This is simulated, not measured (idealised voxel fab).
voxel self aligned vias: a process module
Each square cell in cross-section cut measures 5 nm, and the section as a whole is 280 nm wide.
A cross-section in this document is a grid of square cells, and it is written down as bands, the top band listed before the ones below it; a band is made up of one or more rows of cells.
This entry defines a band. It first specifies the height of the band's top and the height of its bottom in nm, and then specifies the band's materials from left to right, stating each material with its width in nm. The word "edge to edge" identifies a single material that fills the band from edge to edge, while the word "empty" identifies empty space.
Height 0 is the level under which the wafer as received is all one material. The lowest band goes on downwards, as in "0 -> down".
Think of "30..40" as a width that walks from the first number to the second as you go down the band, top row to bottom row, taking equal-sized steps from row to row.
"nothing got changed" (step): cross-section cells unchanged, all of them.
"Unvented internal voids" enumerates empty spaces isolated from the top, with no open way to it, that contain at least 8 cells, giving each as width x height at distance from the left edge, all three in nm.
Anything after a step's settings on that line? It's the simulator's own note about the step.
overlay nm: mask offset rightward from planned place, masked step; negative means leftward offset.

**The planned process steps are enumerated hereunder**
1: RECEIVE | material Si
2: CONFORMAL_DEP | material SiO2 | thk nm 10
3: CONFORMAL_DEP | material SiCN | thk nm 5
4: DIRECTIONAL_DEP | material lowk | thk nm 25
5: MASKED_ETCH | tone open | mask id LINES | width nm 20 | pitch nm 50 | etch materials lowk | depth nm 25 | overlay nm 0
6: CONFORMAL_DEP | material TiN | thk nm 5
7: FILL_DEP | material Ru | thk nm 10
8: CMP | height nm 40
9: SELECTIVE_ETCH | etch materials W Ru TiN | depth nm 5
10: FILL_DEP | material SiN | thk nm 5
11: CMP | height nm 40
12: DIRECTIONAL_DEP | material lowk | thk nm 20
13: DIRECTIONAL_DEP | material aC | thk nm 15
14: PATTERN | tone open | mask id VIAS | material resist | width nm 30 | pitch nm 100 | thk nm 30 | overlay nm 0
15: DIRECTIONAL_ETCH | etch materials aC | depth nm 15
16: STRIP | etch materials resist
17: DIRECTIONAL_ETCH | etch materials lowk | depth nm 20
18: DIRECTIONAL_ETCH | etch materials SiN | depth nm 5
19: STRIP | etch materials aC
20: CONFORMAL_DEP | material TiN | thk nm 5
21: FILL_DEP | material Ru | thk nm 5
22: CMP | height nm 60
23: CONFORMAL_DEP | material SiN | thk nm 5
The plan's step 6 thk nm is the first wafer's value; the wafers differ in this setting and start identical.

**Received condition of the first of several wafers, sectioned: post-step 1**
- 0 -> down = Si edge to edge
- Unvented internal voids: none

**The first of several wafers, seen in cross-section after the module's last step, step 23**
- 65 -> 60 = SiN edge to edge
- 60 -> 45 = 75 nm lowk; 5 nm TiN; 20 nm Ru; 5 nm TiN; 70 nm lowk; 5 nm TiN; 20 nm Ru; 5 nm TiN; 75 nm lowk
- 45 -> 40 = 75 nm lowk; 10 nm TiN; 10 nm Ru; 10 nm TiN; 70 nm lowk; 10 nm TiN; 10 nm Ru; 10 nm TiN; 75 nm lowk
- 40 -> 35 = 80 nm lowk; 20 nm TiN; 30 nm lowk; 20 nm SiN; 30 nm lowk; 20 nm TiN; 80 nm lowk
- 35 -> 20 = 80 nm lowk; 5 nm TiN; 10 nm Ru; 5 nm TiN; 30 nm lowk; 5 nm TiN; 10 nm Ru; 5 nm TiN; 30 nm lowk; 5 nm TiN; 10 nm Ru; 5 nm TiN; 80 nm lowk
- 20 -> 15 = 80 nm lowk; 20 nm TiN; 30 nm lowk; 20 nm TiN; 30 nm lowk; 20 nm TiN; 80 nm lowk
- 15 -> 10 = SiCN edge to edge
- 10 -> 0 = SiO2 edge to edge
- 0 -> down = Si edge to edge
- Unvented internal voids: none

**Cross-section at module completion, last wafer**
- 65 -> 60 = SiN edge to edge
- 60 -> 45 = 75 nm lowk; 5 nm TiN; 20 nm Ru; 5 nm TiN; 70 nm lowk; 5 nm TiN; 20 nm Ru; 5 nm TiN; 75 nm lowk
- 45 -> 40 = 75 nm lowk; 10 nm TiN; 10 nm Ru; 10 nm TiN; 70 nm lowk; 10 nm TiN; 10 nm Ru; 10 nm TiN; 75 nm lowk
- 40 -> 35 = 80 nm lowk; 20 nm TiN; 30 nm lowk; 20 nm SiN; 30 nm lowk; 20 nm TiN; 80 nm lowk
- 35 -> 15 = 80 nm lowk; 20 nm TiN; 30 nm lowk; 20 nm TiN; 30 nm lowk; 20 nm TiN; 80 nm lowk
- 15 -> 10 = SiCN edge to edge
- 10 -> 0 = SiO2 edge to edge
- 0 -> down = Si edge to edge
- Unvented internal voids: none

**Every row in this table is a wafer at the end of the module, and it gives, for each of the materials, the cells that wafer has gained (+) or lost (-) since it was received, then its closed voids**
thk nm 5 | +46 Ru | +56 SiCN | +60 SiN | +112 SiO2 | +58 TiN | +396 lowk | Unvented internal voids: none
thk nm 10 | +28 Ru | +56 SiCN | +60 SiN | +112 SiO2 | +76 TiN | +396 lowk | Unvented internal voids: none
thk nm 15 | +28 Ru | +56 SiCN | +60 SiN | +112 SiO2 | +76 TiN | +396 lowk | Unvented internal voids: none
thk nm 20 | +28 Ru | +56 SiCN | +60 SiN | +112 SiO2 | +76 TiN | +396 lowk | Unvented internal voids: none
